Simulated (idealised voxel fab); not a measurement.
Process module, titled voxel lift off
Displayed cross-section: cut, width of 260 nm, square cells sized 5 nm.
We lay out every cross-section as a grid of square cells and spell it out in bands from the top down, where one band means one or more rows of cells.
Read a band's entry like this: the first values are the height of its top and the height of its bottom in nm, and what follows is the sequence of materials from left to right, each with its width in nm. Note that "empty" is empty space, and that a single material marked "everywhere" reaches across the band from edge to edge.
Zero point of the height axis is 0; under it, received wafer = one material. Lowest band: continues down indefinitely, "0..down".
You'd read "30 to 40" like this: the band's top row of cells is as wide as the first number, its bottom row is as wide as the second, and going down, every row changes width by the same amount as the row before did.
"changes: none" for a step: no cell of the cross-section changed in that step.
"Unvented voids": empty spaces of 8 cells or more with no open way to the top, each given as width x height at distance, distance from the left edge, all in nm.
Post-settings text on a step line: simulator's own remark regarding the step.
What "overlay nm" on a step's line means: if the step has a mask, that mask lay this far to the right of its planned place, or, when the value is negative, to the left.
Planned process steps:
step 1: RECEIVE [material Si]
step 2: CONFORMAL_DEP [material SiO2] [thk nm 5]
step 3: PATTERN [tone open] [mask id LINES] [material resist] [width nm 25] [pitch nm 45] [thk nm 20] [overlay nm -15]
step 4: DIRECTIONAL_DEP [material Ru] [thk nm 10]
step 5: STRIP [etch materials resist]
step 6: CONFORMAL_DEP [material SiCN] [thk nm 10]
Wafers differ in overlay nm at step 3; plan lists the first wafer's value; identical starting state.
The first of several wafers as received, shown in cross-section; this is its state after step 1:
    0..down  Si everywhere
    Unvented voids: none
The figure below presents a cross-section of the first of several wafers at the conclusion of the module, following its last step, step 6:
    25..15  empty 45, SiCN 135, empty 80
    15..5  SiCN 55, Ru 25, SiCN 20, Ru 25, SiCN 20, Ru 25, SiCN 90
    5..0  SiO2 everywhere
    0..down  Si everywhere
    Unvented voids: none
X-section, last wafer, module end:
    25..15  empty 75, SiCN 135, empty 50
    15..5  SiCN 85, Ru 25, SiCN 20, Ru 25, SiCN 20, Ru 25, SiCN 60
    5..0  SiO2 everywhere
    0..down  Si everywhere
    Unvented voids: none
Row per wafer, end-of-module: cell gain (+)/loss (-) by material since the wafer came in, then closed voids:
overlay nm -15, +30 Ru, +128 SiCN, +52 SiO2, Unvented voids: none
overlay nm -10, +30 Ru, +128 SiCN, +52 SiO2, Unvented voids: none
overlay nm -5, +30 Ru, +128 SiCN, +52 SiO2, Unvented voids: none
overlay nm 0, +30 Ru, +128 SiCN, +52 SiO2, Unvented voids: none
overlay nm 5, +30 Ru, +128 SiCN, +52 SiO2, Unvented voids: none
overlay nm 10, +30 Ru, +128 SiCN, +52 SiO2, Unvented voids: none
overlay nm 15, +30 Ru, +128 SiCN, +52 SiO2, Unvented voids: none
